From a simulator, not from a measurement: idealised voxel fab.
Title: Process Module voxel capacitor over wiring
Cross-section cut spans 250 nm and uses square cells 5 nm in size.
How to read a cross-section here: the picture is a grid of square cells, written as bands going from the top down, and any band can span one or more rows of cells.
What a band's entry tells you: where the top is and where the bottom is, as heights in nm, and after that what lies inside, material by material from left to right, each with its width in nm. Empty space is written as the word "empty", and a single material marked with the word "all across" occupies the band from edge to edge.
Heights are expressed relative to 0, this being the level below which the as-received wafer comprises one material exclusively. The lowest band is unbounded in the downward direction and is denoted as in "0 down".
The expression "30->40" gives the width at the extremes of the band, the first number at its top row of cells and the second at its bottom row, with the width changing by equal amounts from each row to the next in between.
What does "remained the same" mean for a step? It means no cell of the cross-section changed in that step.
What "Unvented voids" gives you is every empty space of 8 cells or more that is cut off from the top. Each appears as width x height at distance, with the distance taken from the left edge and width, height and distance all in nm.
Text after the settings on a step's line: the simulator's own remark on that step.
The setting "overlay nm" may be written on the line of a step. When the step uses a mask, the value reports how far to the right of the planned place the mask lay, and a negative value reports that it lay to the left.
Guide to the pairs. Each holds a before and an after cross-section around one process step; the after cross-section is cut off at the lowest band that changed. Look under the pair for the step between them and its settings. Pairs can come from different runs of this module on the same starting wafer, so a pair follows on from the one above it only where its entry headed "Structure before processing" says it does.

STRUCTURE BEFORE PROCESSING
  0 down: Si all across
  Unvented voids: none

RESULTANT CROSS-SECTION
  10 to 0: SiO2 all across
  All layers under 0 are left as they were.
  Unvented voids: none
Step that separates the before view from the after view above: CONFORMAL_DEP | material SiO2 | thk nm 10

Structure before processing: equal to the after panel directly above.

RESULTANT CROSS-SECTION
  15 to 10: TiN all across
  All layers under 10 are left as they were.
  Unvented voids: none
Step that separates the before view from the after view above: DIRECTIONAL_DEP | material TiN | thk nm 5

Structure before processing: equal to the after panel directly above.

RESULTANT CROSS-SECTION
  30 to 15: W all across
  All layers under 15 are left as they were.
  Unvented voids: none
Step that separates the before view from the after view above: DIRECTIONAL_DEP | material W | thk nm 15

Structure before processing: equal to the after panel directly above.

RESULTANT CROSS-SECTION
  40 to 30: aC all across
  All layers under 30 are left as they were.
  Unvented voids: none
Step that separates the before view from the after view above: DIRECTIONAL_DEP | material aC | thk nm 10

Structure before processing: equal to the after panel directly above.

RESULTANT CROSS-SECTION
  65 to 40: empty (65); resist (25); empty (65); resist (25); empty (70)
  All layers under 40 are left as they were.
  Unvented voids: none
Step that separates the before view from the after view above: PATTERN | tone cover | mask id METAL_1 | material resist | width nm 25 | pitch nm 90 | thk nm 25 | overlay nm 0

Structure before processing: equal to the after panel directly above.

RESULTANT CROSS-SECTION
  55 to 40: empty (65); resist (25); empty (65); resist (25); empty (70)
  40 to 30: empty (65); aC (25); empty (65); aC (25); empty (70)
  All layers under 30 are left as they were.
  Unvented voids: none
Step that separates the before view from the after view above: DIRECTIONAL_ETCH | etch materials aC | depth nm 10

Structure before processing: equal to the after panel directly above.

RESULTANT CROSS-SECTION
  40 to 30: empty (65); aC (25); empty (65); aC (25); empty (70)
  All layers under 30 are left as they were.
  Unvented voids: none
Step that separates the before view from the after view above: STRIP | etch materials resist

Structure before processing: equal to the after panel directly above.

RESULTANT CROSS-SECTION
  40 to 30: empty (65); aC (25); empty (65); aC (25); empty (70)
  30 to 15: empty (65); W (25); empty (65); W (25); empty (70)
  All layers under 15 are left as they were.
  Unvented voids: none
Step that separates the before view from the after view above: DIRECTIONAL_ETCH | etch materials W | depth nm 15

Structure before processing: equal to the after panel directly above.

RESULTANT CROSS-SECTION
  40 to 30: empty (65); aC (25); empty (65); aC (25); empty (70)
  30 to 15: empty (65); W (25); empty (65); W (25); empty (70)
  15 to 10: empty (65); TiN (25); empty (65); TiN (25); empty (70)
  All layers under 10 are left as they were.
  Unvented voids: none
Step that separates the before view from the after view above: DIRECTIONAL_ETCH | etch materials TiN | depth nm 5

Structure before processing: equal to the after panel directly above.

RESULTANT CROSS-SECTION
  30 to 15: empty (65); W (25); empty (65); W (25); empty (70)
  All layers under 15 are left as they were.
  Unvented voids: none
Step that separates the before view from the after view above: STRIP | etch materials aC

Structure before processing: equal to the after panel directly above.

RESULTANT CROSS-SECTION
  35 to 30: empty (60); SiCN (35); empty (55); SiCN (35); empty (65)
  30 to 15: empty (60); SiCN (5); W (25); SiCN (5); empty (55); SiCN (5); W (25); SiCN (5); empty (65)
  15 to 10: SiCN (65); TiN (25); SiCN (65); TiN (25); SiCN (70)
  All layers under 10 are left as they were.
  Unvented voids: none
Step that separates the before view from the after view above: CONFORMAL_DEP | material SiCN | thk nm 5

Structure before processing: equal to the after panel directly above.

RESULTANT CROSS-SECTION
  40 to 35: SiO2 all across
  35 to 30: SiO2 (60); SiCN (35); SiO2 (55); SiCN (35); SiO2 (65)
  30 to 15: SiO2 (60); SiCN (5); W (25); SiCN (5); SiO2 (55); SiCN (5); W (25); SiCN (5); SiO2 (65)
  All layers under 15 are left as they were.
  Unvented voids: none
Step that separates the before view from the after view above: FILL_DEP | material SiO2 | thk nm 5

Structure before processing: equal to the after panel directly above.

RESULTANT CROSS-SECTION
  30 to 15: SiO2 (60); SiCN (5); W (25); SiCN (5); SiO2 (55); SiCN (5); W (25); SiCN (5); SiO2 (65)
  All layers under 15 are left as they were.
  Unvented voids: none
Step that separates the before view from the after view above: CMP | height nm 30

Structure before processing: equal to the after panel directly above.

RESULTANT CROSS-SECTION
  35 to 30: SiCN all across
  All layers under 30 are left as they were.
  Unvented voids: none
Step that separates the before view from the after view above: CONFORMAL_DEP | material SiCN | thk nm 5

Structure before processing: equal to the after panel directly above.

RESULTANT CROSS-SECTION
  50 to 35: SiO2 all across
  All layers under 35 are left as they were.
  Unvented voids: none
Step that separates the before view from the after view above: DIRECTIONAL_DEP | material SiO2 | thk nm 15

Structure before processing: equal to the after panel directly above.

RESULTANT CROSS-SECTION
  50 to 35: SiO2 (75); empty (15); SiO2 (160)
  All layers under 35 are left as they were.
  Unvented voids: none
Step that separates the before view from the after view above: MASKED_ETCH | tone open | mask id PLUG_1 | width nm 15 | etch materials SiO2 | depth nm 15 | overlay nm 0

Structure before processing: equal to the after panel directly above.

RESULTANT CROSS-SECTION
  50 to 35: SiO2 (75); empty (15); SiO2 (160)
  35 to 30: SiCN (75); empty (15); SiCN (160)
  All layers under 30 are left as they were.
  Unvented voids: none
Step that separates the before view from the after view above: MASKED_ETCH | tone open | mask id PLUG_1 | width nm 15 | etch materials SiCN | depth nm 5 | overlay nm 0

Structure before processing: equal to the after panel directly above.

RESULTANT CROSS-SECTION
  50 to 40: SiO2 (75); empty (15); SiO2 (160)
  40 to 35: SiO2 (75); Ru (15); SiO2 (160)
  35 to 30: SiCN (75); Ru (15); SiCN (160)
  All layers under 30 are left as they were.
  Unvented voids: none
Step that separates the before view from the after view above: EPI | material Ru | thk nm 10

Structure before processing: equal to the after panel directly above.

RESULTANT CROSS-SECTION
  50 to 35: SiO2 (75); Ru (15); SiO2 (160)
  All layers under 35 are left as they were.
  Unvented voids: none
Step that separates the before view from the after view above: EPI | material Ru | thk nm 10

Structure before processing: equal to the after panel directly above.

RESULTANT CROSS-SECTION
  60 to 50: TiN all across
  All layers under 50 are left as they were.
  Unvented voids: none
Step that separates the before view from the after view above: DIRECTIONAL_DEP | material TiN | thk nm 10

Structure before processing: equal to the after panel directly above.

RESULTANT CROSS-SECTION
  65 to 60: SiN all across
  All layers under 60 are left as they were.
  Unvented voids: none
Step that separates the before view from the after view above: DIRECTIONAL_DEP | material SiN | thk nm 5

Structure before processing: equal to the after panel directly above.

RESULTANT CROSS-SECTION
  75 to 65: TiN all across
  All layers under 65 are left as they were.
  Unvented voids: none
Step that separates the before view from the after view above: DIRECTIONAL_DEP | material TiN | thk nm 10

Structure before processing: equal to the after panel directly above.

RESULTANT CROSS-SECTION
  75 to 65: empty (75); TiN (70); empty (105)
  All layers under 65 are left as they were.
  Unvented voids: none
Step that separates the before view from the after view above: MASKED_ETCH | tone cover | mask id UPPER_PLATE | width nm 70 | etch materials TiN | depth nm 10 | overlay nm 0

Structure before processing: equal to the after panel directly above.

RESULTANT CROSS-SECTION
  75 to 65: empty (75); TiN (70); empty (105)
  65 to 60: empty (75); SiN (70); empty (105)
  All layers under 60 are left as they were.
  Unvented voids: none
Step that separates the before view from the after view above: MASKED_ETCH | tone cover | mask id UPPER_PLATE | width nm 70 | etch materials SiN | depth nm 5 | overlay nm 0

Structure before processing: equal to the after panel directly above.

RESULTANT CROSS-SECTION
  95 to 75: empty (70); resist (80); empty (100)
  75 to 65: empty (70); resist (5); TiN (70); resist (5); empty (100)
  65 to 60: empty (70); resist (5); SiN (70); resist (5); empty (100)
  All layers under 60 are left as they were.
  Unvented voids: none
Step that separates the before view from the after view above: PATTERN | tone cover | mask id LOWER_PLATE | material resist | width nm 80 | thk nm 20 | overlay nm 0

Structure before processing: equal to the after panel directly above.

RESULTANT CROSS-SECTION
  95 to 75: empty (70); resist (80); empty (100)
  75 to 65: empty (70); resist (5); TiN (70); resist (5); empty (100)
  65 to 60: empty (70); resist (5); SiN (70); resist (5); empty (100)
  60 to 50: empty (70); TiN (80); empty (100)
  All layers under 50 are left as they were.
  Unvented voids: none
Step that separates the before view from the after view above: DIRECTIONAL_ETCH | etch materials TiN | depth nm 10

Structure before processing: equal to the after panel directly above.

RESULTANT CROSS-SECTION
  75 to 65: empty (75); TiN (70); empty (105)
  65 to 60: empty (75); SiN (70); empty (105)
  All layers under 60 are left as they were.
  Unvented voids: none
Step that separates the before view from the after view above: STRIP | etch materials resist

Structure before processing: equal to the after panel directly above.

RESULTANT CROSS-SECTION
  95 to 75: SiO2 all across
  75 to 65: SiO2 (75); TiN (70); SiO2 (105)
  65 to 60: SiO2 (75); SiN (70); SiO2 (105)
  60 to 50: SiO2 (70); TiN (80); SiO2 (100)
  All layers under 50 are left as they were.
  Unvented voids: none
Step that separates the before view from the after view above: FILL_DEP | material SiO2 | thk nm 20

Structure before processing: equal to the after panel directly above.

RESULTANT CROSS-SECTION
  90 to 75: SiO2 all across
  All layers under 75 are left as they were.
  Unvented voids: none
Step that separates the before view from the after view above: CMP | height nm 90

Structure before processing: equal to the after panel directly above.

RESULTANT CROSS-SECTION
  105 to 90: aC all across
  All layers under 90 are left as they were.
  Unvented voids: none
Step that separates the before view from the after view above: DIRECTIONAL_DEP | material aC | thk nm 15

Structure before processing: equal to the after panel directly above.

RESULTANT CROSS-SECTION
  135 to 105: resist (85); empty (15); resist (150)
  All layers under 105 are left as they were.
  Unvented voids: none
Step that separates the before view from the after view above: PATTERN | tone open | mask id PLUG_2 | material resist | width nm 15 | thk nm 30 | overlay nm 0

Structure before processing: equal to the after panel directly above.

RESULTANT CROSS-SECTION
  120 to 105: resist (85); empty (15); resist (150)
  105 to 90: aC (85); empty (15); aC (150)
  All layers under 90 are left as they were.
  Unvented voids: none
Step that separates the before view from the after view above: DIRECTIONAL_ETCH | etch materials aC | depth nm 15

Structure before processing: equal to the after panel directly above.

RESULTANT CROSS-SECTION
  105 to 90: aC (85); empty (15); aC (150)
  All layers under 90 are left as they were.
  Unvented voids: none
Step that separates the before view from the after view above: STRIP | etch materials resist

Structure before processing: equal to the after panel directly above.

RESULTANT CROSS-SECTION
  105 to 90: aC (85); empty (15); aC (150)
  90 to 75: SiO2 (85); empty (15); SiO2 (150)
  All layers under 75 are left as they were.
  Unvented voids: none
Step that separates the before view from the after view above: DIRECTIONAL_ETCH | etch materials SiO2 | depth nm 15

Structure before processing: equal to the after panel directly above.

RESULTANT CROSS-SECTION
  90 to 75: SiO2 (85); empty (15); SiO2 (150)
  All layers under 75 are left as they were.
  Unvented voids: none
Step that separates the before view from the after view above: STRIP | etch materials aC

Structure before processing: equal to the after panel directly above.

RESULTANT CROSS-SECTION
  95 to 90: TiN (90); empty (5); TiN (155)
  90 to 80: SiO2 (85); TiN (5); empty (5); TiN (5); SiO2 (150)
  80 to 75: SiO2 (85); TiN (15); SiO2 (150)
  All layers under 75 are left as they were.
  Unvented voids: none
Step that separates the before view from the after view above: CONFORMAL_DEP | material TiN | thk nm 5

Structure before processing: equal to the after panel directly above.

RESULTANT CROSS-SECTION
  100 to 95: Ru all across
  95 to 90: TiN (90); Ru (5); TiN (155)
  90 to 80: SiO2 (85); TiN (5); Ru (5); TiN (5); SiO2 (150)
  All layers under 80 are left as they were.
  Unvented voids: none
Step that separates the before view from the after view above: FILL_DEP | material Ru | thk nm 5

Structure before processing: equal to the after panel directly above.

RESULTANT CROSS-SECTION
  90 to 80: SiO2 (85); TiN (5); Ru (5); TiN (5); SiO2 (150)
  All layers under 80 are left as they were.
  Unvented voids: none
Step that separates the before view from the after view above: CMP | height nm 90

Structure before processing: equal to the after panel directly above.

RESULTANT CROSS-SECTION
  95 to 90: SiCN all across
  All layers under 90 are left as they were.
  Unvented voids: none
Step that separates the before view from the after view above: CONFORMAL_DEP | material SiCN | thk nm 5

STRUCTURE BEFORE PROCESSING
  35 to 30: SiCN all across
  30 to 15: SiO2 (60); SiCN (5); W (25); SiCN (5); SiO2 (55); SiCN (5); W (25); SiCN (5); SiO2 (65)
  15 to 10: SiCN (65); TiN (25); SiCN (65); TiN (25); SiCN (70)
  10 to 0: SiO2 all across
  0 down: Si all across
  Unvented voids: none

RESULTANT CROSS-SECTION
  35 to 30: SiCN (75); empty (15); SiCN (160)
  All layers under 30 are left as they were.
  Unvented voids: none
Step that separates the before view from the after view above: MASKED_ETCH | tone open | mask id PLUG_1 | width nm 15 | etch materials SiCN | depth nm 5 | overlay nm 0

Structure before processing: equal to the after panel directly above.

RESULTANT CROSS-SECTION
  40 to 35: empty (70); Ru (25); empty (155)
  35 to 30: SiCN (75); Ru (15); SiCN (160)
  All layers under 30 are left as they were.
  Unvented voids: none
Step that separates the before view from the after view above: EPI | material Ru | thk nm 10

Structure before processing: equal to the after panel directly above.

RESULTANT CROSS-SECTION
  50 to 35: empty (60); Ru (45); empty (145)
  All layers under 35 are left as they were.
  Unvented voids: none
Step that separates the before view from the after view above: EPI | material Ru | thk nm 10

Structure before processing: equal to the after panel directly above.

RESULTANT CROSS-SECTION
  60 to 50: empty (60); TiN (45); empty (145)
  50 to 45: empty (60); Ru (45); empty (145)
  45 to 35: TiN (60); Ru (45); TiN (145)
  All layers under 35 are left as they were.
  Unvented voids: none
Step that separates the before view from the after view above: DIRECTIONAL_DEP | material TiN | thk nm 10

Structure before processing: equal to the after panel directly above.

RESULTANT CROSS-SECTION
  65 to 60: empty (60); SiN (45); empty (145)
  60 to 50: empty (60); TiN (45); empty (145)
  50 to 45: SiN (60); Ru (45); SiN (145)
  All layers under 45 are left as they were.
  Unvented voids: none
Step that separates the before view from the after view above: DIRECTIONAL_DEP | material SiN | thk nm 5

Structure before processing: equal to the after panel directly above.

RESULTANT CROSS-SECTION
  75 to 65: empty (60); TiN (45); empty (145)
  65 to 60: empty (60); SiN (45); empty (145)
  60 to 50: TiN all across
  All layers under 50 are left as they were.
  Unvented voids: none
Step that separates the before view from the after view above: DIRECTIONAL_DEP | material TiN | thk nm 10

Structure before processing: equal to the after panel directly above.

RESULTANT CROSS-SECTION
  75 to 65: empty (75); TiN (30); empty (145)
  65 to 60: empty (60); SiN (45); empty (145)
  60 to 50: empty (60); TiN (85); empty (105)
  All layers under 50 are left as they were.
  Unvented voids: none
Step that separates the before view from the after view above: MASKED_ETCH | tone cover | mask id UPPER_PLATE | width nm 70 | etch materials TiN | depth nm 10 | overlay nm 0

Structure before processing: equal to the after panel directly above.

RESULTANT CROSS-SECTION
  75 to 65: empty (75); TiN (30); empty (145)
  65 to 60: empty (75); SiN (30); empty (145)
  60 to 50: empty (60); TiN (85); empty (105)
  50 to 45: empty (60); Ru (45); SiN (40); empty (105)
  All layers under 45 are left as they were.
  Unvented voids: none
Step that separates the before view from the after view above: MASKED_ETCH | tone cover | mask id UPPER_PLATE | width nm 70 | etch materials SiN | depth nm 5 | overlay nm 0

Structure before processing: equal to the after panel directly above.

RESULTANT CROSS-SECTION
  95 to 75: empty (70); resist (80); empty (100)
  75 to 65: empty (70); resist (5); TiN (30); resist (45); empty (100)
  65 to 60: empty (70); resist (5); SiN (30); resist (45); empty (100)
  60 to 50: empty (60); TiN (85); resist (5); empty (100)
  50 to 45: empty (60); Ru (45); SiN (40); resist (5); empty (100)
  All layers under 45 are left as they were.
  Unvented voids: none
Step that separates the before view from the after view above: PATTERN | tone cover | mask id LOWER_PLATE | material resist | width nm 80 | thk nm 20 | overlay nm 0

Structure before processing: equal to the after panel directly above.

RESULTANT CROSS-SECTION
  95 to 75: empty (70); resist (80); empty (100)
  75 to 65: empty (70); resist (5); TiN (30); resist (45); empty (100)
  65 to 60: empty (70); resist (5); SiN (30); resist (45); empty (100)
  60 to 50: empty (70); TiN (75); resist (5); empty (100)
  50 to 45: empty (60); Ru (45); SiN (40); resist (5); empty (100)
  45 to 35: empty (60); Ru (45); TiN (45); empty (100)
  All layers under 35 are left as they were.
  Unvented voids: none
Step that separates the before view from the after view above: DIRECTIONAL_ETCH | etch materials TiN | depth nm 10

Structure before processing: equal to the after panel directly above.

RESULTANT CROSS-SECTION
  75 to 65: empty (75); TiN (30); empty (145)
  65 to 60: empty (75); SiN (30); empty (145)
  60 to 50: empty (70); TiN (75); empty (105)
  50 to 45: empty (60); Ru (45); SiN (40); empty (105)
  All layers under 45 are left as they were.
  Unvented voids: none
Step that separates the before view from the after view above: STRIP | etch materials resist

Structure before processing: equal to the after panel directly above.

RESULTANT CROSS-SECTION
  95 to 75: SiO2 all across
  75 to 65: SiO2 (75); TiN (30); SiO2 (145)
  65 to 60: SiO2 (75); SiN (30); SiO2 (145)
  60 to 50: SiO2 (70); TiN (75); SiO2 (105)
  50 to 45: SiO2 (60); Ru (45); SiN (40); SiO2 (105)
  45 to 35: SiO2 (60); Ru (45); TiN (45); SiO2 (100)
  All layers under 35 are left as they were.
  Unvented voids: none
Step that separates the before view from the after view above: FILL_DEP | material SiO2 | thk nm 20

Structure before processing: equal to the after panel directly above.

RESULTANT CROSS-SECTION
  90 to 75: SiO2 all across
  All layers under 75 are left as they were.
  Unvented voids: none
Step that separates the before view from the after view above: CMP | height nm 90

Structure before processing: equal to the after panel directly above.

RESULTANT CROSS-SECTION
  105 to 90: aC all across
  All layers under 90 are left as they were.
  Unvented voids: none
Step that separates the before view from the after view above: DIRECTIONAL_DEP | material aC | thk nm 15

Structure before processing: equal to the after panel directly above.

RESULTANT CROSS-SECTION
  135 to 105: resist (85); empty (15); resist (150)
  All layers under 105 are left as they were.
  Unvented voids: none
Step that separates the before view from the after view above: PATTERN | tone open | mask id PLUG_2 | material resist | width nm 15 | thk nm 30 | overlay nm 0

Structure before processing: equal to the after panel directly above.

RESULTANT CROSS-SECTION
  120 to 105: resist (85); empty (15); resist (150)
  105 to 90: aC (85); empty (15); aC (150)
  All layers under 90 are left as they were.
  Unvented voids: none
Step that separates the before view from the after view above: DIRECTIONAL_ETCH | etch materials aC | depth nm 15

Structure before processing: equal to the after panel directly above.

RESULTANT CROSS-SECTION
  105 to 90: aC (85); empty (15); aC (150)
  All layers under 90 are left as they were.
  Unvented voids: none
Step that separates the before view from the after view above: STRIP | etch materials resist

Structure before processing: equal to the after panel directly above.

RESULTANT CROSS-SECTION
  105 to 90: aC (85); empty (15); aC (150)
  90 to 75: SiO2 (85); empty (15); SiO2 (150)
  All layers under 75 are left as they were.
  Unvented voids: none
Step that separates the before view from the after view above: DIRECTIONAL_ETCH | etch materials SiO2 | depth nm 15

Structure before processing: equal to the after panel directly above.

RESULTANT CROSS-SECTION
  90 to 75: SiO2 (85); empty (15); SiO2 (150)
  All layers under 75 are left as they were.
  Unvented voids: none
Step that separates the before view from the after view above: STRIP | etch materials aC

Structure before processing: equal to the after panel directly above.

RESULTANT CROSS-SECTION
  95 to 90: TiN (90); empty (5); TiN (155)
  90 to 80: SiO2 (85); TiN (5); empty (5); TiN (5); SiO2 (150)
  80 to 75: SiO2 (85); TiN (15); SiO2 (150)
  All layers under 75 are left as they were.
  Unvented voids: none
Step that separates the before view from the after view above: CONFORMAL_DEP | material TiN | thk nm 5

Structure before processing: equal to the after panel directly above.

RESULTANT CROSS-SECTION
  100 to 95: Ru all across
  95 to 90: TiN (90); Ru (5); TiN (155)
  90 to 80: SiO2 (85); TiN (5); Ru (5); TiN (5); SiO2 (150)
  All layers under 80 are left as they were.
  Unvented voids: none
Step that separates the before view from the after view above: FILL_DEP | material Ru | thk nm 5

Structure before processing: equal to the after panel directly above.

RESULTANT CROSS-SECTION
  90 to 80: SiO2 (85); TiN (5); Ru (5); TiN (5); SiO2 (150)
  All layers under 80 are left as they were.
  Unvented voids: none
Step that separates the before view from the after view above: CMP | height nm 90

Structure before processing: equal to the after panel directly above.

RESULTANT CROSS-SECTION
  95 to 90: SiCN all across
  All layers under 90 are left as they were.
  Unvented voids: none
Step that separates the before view from the after view above: CONFORMAL_DEP | material SiCN | thk nm 5

STRUCTURE BEFORE PROCESSING
  50 to 35: SiO2 (75); Ru (15); SiO2 (160)
  35 to 30: SiCN (75); Ru (15); SiCN (160)
  30 to 15: SiO2 (60); SiCN (5); W (25); SiCN (5); SiO2 (55); SiCN (5); W (25); SiCN (5); SiO2 (65)
  15 to 10: SiCN (65); TiN (25); SiCN (65); TiN (25); SiCN (70)
  10 to 0: SiO2 all across
  0 down: Si all across
  Unvented voids: none

RESULTANT CROSS-SECTION
  60 to 50: empty (65); Ru (35); empty (150)
  All layers under 50 are left as they were.
  Unvented voids: none
Step that separates the before view from the after view above: EPI | material Ru | thk nm 10

Structure before processing: equal to the after panel directly above.

RESULTANT CROSS-SECTION
  70 to 60: empty (65); TiN (35); empty (150)
  60 to 50: TiN (65); Ru (35); TiN (150)
  All layers under 50 are left as they were.
  Unvented voids: none
Step that separates the before view from the after view above: DIRECTIONAL_DEP | material TiN | thk nm 10

Structure before processing: equal to the after panel directly above.

RESULTANT CROSS-SECTION
  75 to 70: empty (65); SiN (35); empty (150)
  70 to 65: empty (65); TiN (35); empty (150)
  65 to 60: SiN (65); TiN (35); SiN (150)
  All layers under 60 are left as they were.
  Unvented voids: none
Step that separates the before view from the after view above: DIRECTIONAL_DEP | material SiN | thk nm 5

Structure before processing: equal to the after panel directly above.

RESULTANT CROSS-SECTION
  85 to 75: empty (65); TiN (35); empty (150)
  75 to 70: TiN (65); SiN (35); TiN (150)
  70 to 65: TiN all across
  All layers under 65 are left as they were.
  Unvented voids: none
Step that separates the before view from the after view above: DIRECTIONAL_DEP | material TiN | thk nm 10

Structure before processing: equal to the after panel directly above.

RESULTANT CROSS-SECTION
  85 to 75: empty (75); TiN (25); empty (150)
  75 to 70: empty (65); SiN (35); TiN (45); empty (105)
  70 to 65: empty (65); TiN (80); empty (105)
  All layers under 65 are left as they were.
  Unvented voids: none
Step that separates the before view from the after view above: MASKED_ETCH | tone cover | mask id UPPER_PLATE | width nm 70 | etch materials TiN | depth nm 10 | overlay nm 0

Structure before processing: equal to the after panel directly above.

RESULTANT CROSS-SECTION
  85 to 75: empty (75); TiN (25); empty (150)
  75 to 70: empty (75); SiN (25); TiN (45); empty (105)
  70 to 65: empty (65); TiN (80); empty (105)
  65 to 60: empty (65); TiN (35); SiN (45); empty (105)
  All layers under 60 are left as they were.
  Unvented voids: none
Step that separates the before view from the after view above: MASKED_ETCH | tone cover | mask id UPPER_PLATE | width nm 70 | etch materials SiN | depth nm 5 | overlay nm 0

Structure before processing: equal to the after panel directly above.

RESULTANT CROSS-SECTION
  105 to 85: empty (70); resist (80); empty (100)
  85 to 75: empty (70); resist (5); TiN (25); resist (50); empty (100)
  75 to 70: empty (70); resist (5); SiN (25); TiN (45); resist (5); empty (100)
  70 to 65: empty (65); TiN (80); resist (5); empty (100)
  65 to 60: empty (65); TiN (35); SiN (45); resist (5); empty (100)
  All layers under 60 are left as they were.
  Unvented voids: none
Step that separates the before view from the after view above: PATTERN | tone cover | mask id LOWER_PLATE | material resist | width nm 80 | thk nm 20 | overlay nm 0

Structure before processing: equal to the after panel directly above.

RESULTANT CROSS-SECTION
  105 to 85: empty (70); resist (80); empty (100)
  85 to 75: empty (70); resist (5); TiN (25); resist (50); empty (100)
  75 to 70: empty (70); resist (5); SiN (25); TiN (45); resist (5); empty (100)
  70 to 65: empty (70); TiN (75); resist (5); empty (100)
  65 to 60: empty (70); TiN (30); SiN (45); resist (5); empty (100)
  60 to 50: empty (65); Ru (35); TiN (50); empty (100)
  All layers under 50 are left as they were.
  Unvented voids: none
Step that separates the before view from the after view above: DIRECTIONAL_ETCH | etch materials TiN | depth nm 10

Structure before processing: equal to the after panel directly above.

RESULTANT CROSS-SECTION
  85 to 75: empty (75); TiN (25); empty (150)
  75 to 70: empty (75); SiN (25); TiN (45); empty (105)
  70 to 65: empty (70); TiN (75); empty (105)
  65 to 60: empty (70); TiN (30); SiN (45); empty (105)
  All layers under 60 are left as they were.
  Unvented voids: none
Step that separates the before view from the after view above: STRIP | etch materials resist

Structure before processing: equal to the after panel directly above.

RESULTANT CROSS-SECTION
  105 to 85: SiO2 all across
  85 to 75: SiO2 (75); TiN (25); SiO2 (150)
  75 to 70: SiO2 (75); SiN (25); TiN (45); SiO2 (105)
  70 to 65: SiO2 (70); TiN (75); SiO2 (105)
  65 to 60: SiO2 (70); TiN (30); SiN (45); SiO2 (105)
  60 to 50: SiO2 (65); Ru (35); TiN (50); SiO2 (100)
  All layers under 50 are left as they were.
  Unvented voids: none
Step that separates the before view from the after view above: FILL_DEP | material SiO2 | thk nm 20

Structure before processing: equal to the after panel directly above.

RESULTANT CROSS-SECTION
  90 to 85: SiO2 all across
  All layers under 85 are left as they were.
  Unvented voids: none
Step that separates the before view from the after view above: CMP | height nm 90

Structure before processing: equal to the after panel directly above.

RESULTANT CROSS-SECTION
  105 to 90: aC all across
  All layers under 90 are left as they were.
  Unvented voids: none
Step that separates the before view from the after view above: DIRECTIONAL_DEP | material aC | thk nm 15

Structure before processing: equal to the after panel directly above.

RESULTANT CROSS-SECTION
  135 to 105: resist (85); empty (15); resist (150)
  All layers under 105 are left as they were.
  Unvented voids: none
Step that separates the before view from the after view above: PATTERN | tone open | mask id PLUG_2 | material resist | width nm 15 | thk nm 30 | overlay nm 0

Structure before processing: equal to the after panel directly above.

RESULTANT CROSS-SECTION
  120 to 105: resist (85); empty (15); resist (150)
  105 to 90: aC (85); empty (15); aC (150)
  All layers under 90 are left as they were.
  Unvented voids: none
Step that separates the before view from the after view above: DIRECTIONAL_ETCH | etch materials aC | depth nm 15

Structure before processing: equal to the after panel directly above.

RESULTANT CROSS-SECTION
  105 to 90: aC (85); empty (15); aC (150)
  All layers under 90 are left as they were.
  Unvented voids: none
Step that separates the before view from the after view above: STRIP | etch materials resist

Structure before processing: equal to the after panel directly above.

RESULTANT CROSS-SECTION
  105 to 90: aC (85); empty (15); aC (150)
  90 to 85: SiO2 (85); empty (15); SiO2 (150)
  All layers under 85 are left as they were.
  Unvented voids: none
Step that separates the before view from the after view above: DIRECTIONAL_ETCH | etch materials SiO2 | depth nm 15

Structure before processing: equal to the after panel directly above.

RESULTANT CROSS-SECTION
  90 to 85: SiO2 (85); empty (15); SiO2 (150)
  All layers under 85 are left as they were.
  Unvented voids: none
Step that separates the before view from the after view above: STRIP | etch materials aC

Structure before processing: equal to the after panel directly above.

RESULTANT CROSS-SECTION
  95 to 90: TiN (90); empty (5); TiN (155)
  90 to 85: SiO2 (85); TiN (15); SiO2 (150)
  All layers under 85 are left as they were.
  Unvented voids: none
Step that separates the before view from the after view above: CONFORMAL_DEP | material TiN | thk nm 5

Structure before processing: equal to the after panel directly above.

RESULTANT CROSS-SECTION
  100 to 95: Ru all across
  95 to 90: TiN (90); Ru (5); TiN (155)
  All layers under 90 are left as they were.
  Unvented voids: none
Step that separates the before view from the after view above: FILL_DEP | material Ru | thk nm 5

Structure before processing: equal to the after panel directly above.

RESULTANT CROSS-SECTION
  90 to 85: SiO2 (85); TiN (15); SiO2 (150)
  All layers under 85 are left as they were.
  Unvented voids: none
Step that separates the before view from the after view above: CMP | height nm 90

Structure before processing: equal to the after panel directly above.

RESULTANT CROSS-SECTION
  95 to 90: SiCN all across
  All layers under 90 are left as they were.
  Unvented voids: none
Step that separates the before view from the after view above: CONFORMAL_DEP | material SiCN | thk nm 5

STRUCTURE BEFORE PROCESSING
  10 to 0: SiO2 all across
  0 down: Si all across
  Unvented voids: none

RESULTANT CROSS-SECTION
  25 to 10: W all across
  All layers under 10 are left as they were.
  Unvented voids: none
Step that separates the before view from the after view above: DIRECTIONAL_DEP | material W | thk nm 15

Structure before processing: equal to the after panel directly above.

RESULTANT CROSS-SECTION
  30 to 25: TiN all across
  All layers under 25 are left as they were.
  Unvented voids: none
Step that separates the before view from the after view above: DIRECTIONAL_DEP | material TiN | thk nm 5

Structure before processing: equal to the after panel directly above.

RESULTANT CROSS-SECTION
  40 to 30: aC all across
  All layers under 30 are left as they were.
  Unvented voids: none
Step that separates the before view from the after view above: DIRECTIONAL_DEP | material aC | thk nm 10

Structure before processing: equal to the after panel directly above.

RESULTANT CROSS-SECTION
  65 to 40: empty (65); resist (25); empty (65); resist (25); empty (70)
  All layers under 40 are left as they were.
  Unvented voids: none
Step that separates the before view from the after view above: PATTERN | tone cover | mask id METAL_1 | material resist | width nm 25 | pitch nm 90 | thk nm 25 | overlay nm 0

Structure before processing: equal to the after panel directly above.

RESULTANT CROSS-SECTION
  55 to 40: empty (65); resist (25); empty (65); resist (25); empty (70)
  40 to 30: empty (65); aC (25); empty (65); aC (25); empty (70)
  All layers under 30 are left as they were.
  Unvented voids: none
Step that separates the before view from the after view above: DIRECTIONAL_ETCH | etch materials aC | depth nm 10

Structure before processing: equal to the after panel directly above.

RESULTANT CROSS-SECTION
  40 to 30: empty (65); aC (25); empty (65); aC (25); empty (70)
  All layers under 30 are left as they were.
  Unvented voids: none
Step that separates the before view from the after view above: STRIP | etch materials resist

Structure before processing: equal to the after panel directly above.

RESULTANT CROSS-SECTION
  40 to 30: empty (65); aC (25); empty (65); aC (25); empty (70)
  30 to 25: empty (65); TiN (25); empty (65); TiN (25); empty (70)
  All layers under 25 are left as they were.
  Unvented voids: none
Step that separates the before view from the after view above: DIRECTIONAL_ETCH | etch materials TiN | depth nm 5
